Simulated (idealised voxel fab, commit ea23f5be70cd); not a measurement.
process module | voxel ribs on slabs
cross-section cut | 230 nm wide | cells 5 nm
A cross-section is a grid of square cells, given in bands from the top down. A band is one or more rows of cells.
Each band's line starts with the height of the band's top and of its bottom, in nm. Then come its materials from left to right, each with its width in nm. One material with "throughout" fills the band from edge to edge. "air" is empty space.
Height 0 is the level under which the wafer as received is all one material. The lowest band goes on downwards, as in "0 down".
A width such as "30 to 40" changes by the same amount from each row of cells to the next, from the band's top row to its bottom row.
"no change" after a step means that no cell of the cross-section changed.
closed voids: empty space of 8 cells or more with no open way to the top, each as width x height at its distance from the left edge, in nm
after a step's settings: what the simulator itself notes on the step
overlay nm, on a step with a mask: how far to the right of its planned place the mask lay; to the left if negative
plan
1 op RECEIVE | material Si
2 op DIRECTIONAL_DEP | material SiO2 | thk nm 20
3 op DIRECTIONAL_DEP | material polySi | thk nm 25
4 op MASKED_ETCH | tone cover | mask id RIB | width nm 20 | etch materials polySi | depth nm 20 | overlay nm 0
5 op DIRECTIONAL_DEP | material aC | thk nm 15
6 op PATTERN | tone cover | mask id SLAB | material resist | width nm 70 | thk nm 35 | overlay nm 0
7 op DIRECTIONAL_ETCH | etch materials aC | depth nm 15
8 op STRIP | etch materials resist
9 op DIRECTIONAL_ETCH | etch materials polySi | depth nm 5
10 op STRIP | etch materials aC
11 op FILL_DEP | material SiO2 | thk nm 20
12 op CMP | height nm 55
13 op DIRECTIONAL_DEP | material W | thk nm 10
14 op DIRECTIONAL_DEP | material aC | thk nm 10
15 op PATTERN | tone cover | mask id HEATER | material resist | width nm 30 | thk nm 30 | overlay nm 0
16 op DIRECTIONAL_ETCH | etch materials aC | depth nm 10
17 op STRIP | etch materials resist
18 op DIRECTIONAL_ETCH | etch materials W | depth nm 10
19 op STRIP | etch materials aC
20 op CONFORMAL_DEP | material SiO2 | thk nm 5
first wafer, as planned
as received, after step 1
  0 down: Si throughout
  closed voids: none
after step 2
  20 to 0: SiO2 throughout
  below 0: unchanged
after step 3
  45 to 20: polySi throughout
  below 20: unchanged
after step 4
  45 to 25: air 105 | polySi 20 | air 105
  below 25: unchanged
after step 5
  60 to 45: air 105 | aC 20 | air 105
  45 to 40: air 105 | polySi 20 | air 105
  40 to 25: aC 105 | polySi 20 | aC 105
  below 25: unchanged
after step 6
  95 to 60: air 80 | resist 70 | air 80
  60 to 45: air 80 | resist 25 | aC 20 | resist 25 | air 80
  45 to 40: air 80 | resist 25 | polySi 20 | resist 25 | air 80
  below 40: unchanged
after step 7
  80 to 60: air 80 | resist 70 | air 80
  60 to 45: air 80 | resist 25 | aC 20 | resist 25 | air 80
  45 to 40: air 80 | resist 25 | polySi 20 | resist 25 | air 80
  40 to 25: air 80 | aC 25 | polySi 20 | aC 25 | air 80
  below 25: unchanged
after step 8
  60 to 45: air 105 | aC 20 | air 105
  45 to 40: air 105 | polySi 20 | air 105
  below 40: unchanged
after step 9
  60 to 45: air 105 | aC 20 | air 105
  45 to 40: air 105 | polySi 20 | air 105
  40 to 25: air 80 | aC 25 | polySi 20 | aC 25 | air 80
  25 to 20: air 80 | polySi 70 | air 80
  below 20: unchanged
after step 10
  45 to 25: air 105 | polySi 20 | air 105
  below 25: unchanged
after step 11
  65 to 45: SiO2 throughout
  45 to 25: SiO2 105 | polySi 20 | SiO2 105
  25 to 20: SiO2 80 | polySi 70 | SiO2 80
  below 20: unchanged
after step 12
  55 to 45: SiO2 throughout
  below 45: unchanged
after step 13
  65 to 55: W throughout
  below 55: unchanged
after step 14
  75 to 65: aC throughout
  below 65: unchanged
after step 15
  105 to 75: air 100 | resist 30 | air 100
  below 75: unchanged
after step 16
  95 to 75: air 100 | resist 30 | air 100
  75 to 65: air 100 | aC 30 | air 100
  below 65: unchanged
after step 17
  75 to 65: air 100 | aC 30 | air 100
  below 65: unchanged
after step 18
  75 to 65: air 100 | aC 30 | air 100
  65 to 55: air 100 | W 30 | air 100
  below 55: unchanged
after step 19
  65 to 55: air 100 | W 30 | air 100
  below 55: unchanged
after step 20
  70 to 65: air 95 | SiO2 40 | air 95
  65 to 60: air 95 | SiO2 5 | W 30 | SiO2 5 | air 95
  60 to 55: SiO2 100 | W 30 | SiO2 100
  below 55: unchanged
second wafer: like start, like plan, one mistake. Through step 19 it matches the first wafer
when step 20 should have ended
  80 to 70: air 85 | SiO2 60 | air 85
  70 to 65: SiO2 throughout
  65 to 55: SiO2 100 | W 30 | SiO2 100
  below 55: unchanged
what went wrong: step 20 ran as: op CONFORMAL_DEP | material SiO2 | thk nm 15
at the end the second wafer has, in cells: 100 more of SiO2
